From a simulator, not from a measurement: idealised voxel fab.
Process module in this document: voxel self aligned contacts
Square cells of 5 nm make up the cross-section cut, whose width is 255 nm.
A cross-section is a grid of square cells, given in bands from the top down. A band is one or more rows of cells.
Top height, bottom height, nm. Materials left to right, width each, nm. Single material + "all across" = fills band edge to edge. "empty" = empty.
Note: height 0 marks the level under which the wafer is uniformly one material as received. Lowest band unbounded below, written "0 and below".
The expression "30 to 40" gives the width at the extremes of the band, the first number at its top row of cells and the second at its bottom row, with the width changing by equal amounts from each row to the next in between.
You'll sometimes find "remained unchanged" written for a step, and that's the way of saying that nowhere in the cross-section did a cell change during that step.
If an empty space has no open way to the top and is at least 8 cells in size, "Unvented internal voids" lists it, written width x height at distance, where distance is measured from the left edge and every value is in nm.
Anything after a step's settings on that line? It's the simulator's own note about the step.
Steps that use a mask can have "overlay nm" on their line. It says how far the mask sat to the right of where it was meant to be. Negative means to the left.

Plan:
| 1 | RECEIVE with material Si |
| 2 | CONFORMAL_DEP with material SiO2, thk nm 5 |
| 3 | DIRECTIONAL_DEP with material polySi, thk nm 25 |
| 4 | DIRECTIONAL_DEP with material SiN, thk nm 25 |
| 5 | PATTERN with tone cover, mask id GATE, material resist, width nm 35, pitch nm 75, thk nm 15, overlay nm 0 |
| 6 | DIRECTIONAL_ETCH with etch materials SiN, depth nm 25 |
| 7 | DIRECTIONAL_ETCH with etch materials polySi, depth nm 25 |
| 8 | STRIP with etch materials resist |
| 9 | CONFORMAL_DEP with material SiN, thk nm 10 |
| 10 | DIRECTIONAL_ETCH with etch materials SiN, depth nm 10 |
| 11 | FILL_DEP with material SiO2, thk nm 15 |
| 12 | CMP with height nm 65 |
| 13 | MASKED_ETCH with tone open, mask id CONTACT, width nm 50, pitch nm 75, etch materials SiO2, depth nm 65, overlay nm -15 |
| 14 | CONFORMAL_DEP with material TiN, thk nm 5 |
| 15 | FILL_DEP with material Ru, thk nm 10 |
| 16 | CMP with height nm 65 |
| 17 | CONFORMAL_DEP with material SiN, thk nm 5 |
The value of overlay nm given for step 13 in the plan refers to the first wafer; the wafers vary in this setting and are alike at the start.

This is how the first of several wafers looked in cross-section when it arrived, which is after step 1:
  0 and below  Si all across
  Unvented internal voids: none

Module end state after final step 17: cross-section of the first of several wafers:
  70 down to 65  SiN all across
  65 down to 55  SiO2: 50 | TiN: 5 to 35 | Ru: 40 to 10 | TiN: 5 | SiO2: 25 | TiN: 5 to 35 | Ru: 40 to 10 | TiN: 5 | SiO2: 80
  55 down to 30  SiO2: 25 | SiN: 55 | TiN: 5 | Ru: 10 | TiN: 5 | SiN: 55 | TiN: 5 | Ru: 10 | TiN: 5 | SiN: 55 | SiO2: 25
  30 down to 5  SiO2: 25 | SiN: 10 | polySi: 35 | SiN: 10 | TiN: 5 | Ru: 10 | TiN: 5 | SiN: 10 | polySi: 35 | SiN: 10 | TiN: 5 | Ru: 10 | TiN: 5 | SiN: 10 | polySi: 35 | SiN: 10 | SiO2: 25
  5 down to 0  SiO2: 80 | TiN: 20 | SiO2: 55 | TiN: 20 | SiO2: 80
  0 and below  Si all across
  Unvented internal voids: none

Cross-section, module end, final of several wafers:
  70 down to 65  SiN all across
  65 down to 55  SiO2: 80 | TiN: 5 | Ru: 40 to 10 | TiN: 5 to 35 | SiO2: 25 | TiN: 5 | Ru: 40 to 10 | TiN: 5 to 35 | SiO2: 50
  55 down to 30  SiO2: 25 | SiN: 55 | TiN: 5 | Ru: 10 | TiN: 5 | SiN: 55 | TiN: 5 | Ru: 10 | TiN: 5 | SiN: 55 | SiO2: 25
  30 down to 5  SiO2: 25 | SiN: 10 | polySi: 35 | SiN: 10 | TiN: 5 | Ru: 10 | TiN: 5 | SiN: 10 | polySi: 35 | SiN: 10 | TiN: 5 | Ru: 10 | TiN: 5 | SiN: 10 | polySi: 35 | SiN: 10 | SiO2: 25
  5 down to 0  SiO2: 80 | TiN: 20 | SiO2: 55 | TiN: 20 | SiO2: 80
  0 and below  Si all across
  Unvented internal voids: none

Table: wafers, a row each; end-of-module cell change per material since receipt, gain (+), loss (-); then closed voids:
overlay nm -15; +60 Ru; +276 SiN; +205 SiO2; +68 TiN; +105 polySi; Unvented internal voids: none
overlay nm -10; +60 Ru; +276 SiN; +205 SiO2; +68 TiN; +105 polySi; Unvented internal voids: none
overlay nm -5; +60 Ru; +276 SiN; +205 SiO2; +68 TiN; +105 polySi; Unvented internal voids: none
overlay nm 0; +60 Ru; +276 SiN; +205 SiO2; +68 TiN; +105 polySi; Unvented internal voids: none
overlay nm 5; +60 Ru; +276 SiN; +205 SiO2; +68 TiN; +105 polySi; Unvented internal voids: none
overlay nm 10; +60 Ru; +276 SiN; +205 SiO2; +68 TiN; +105 polySi; Unvented internal voids: none
overlay nm 15; +60 Ru; +276 SiN; +205 SiO2; +68 TiN; +105 polySi; Unvented internal voids: none
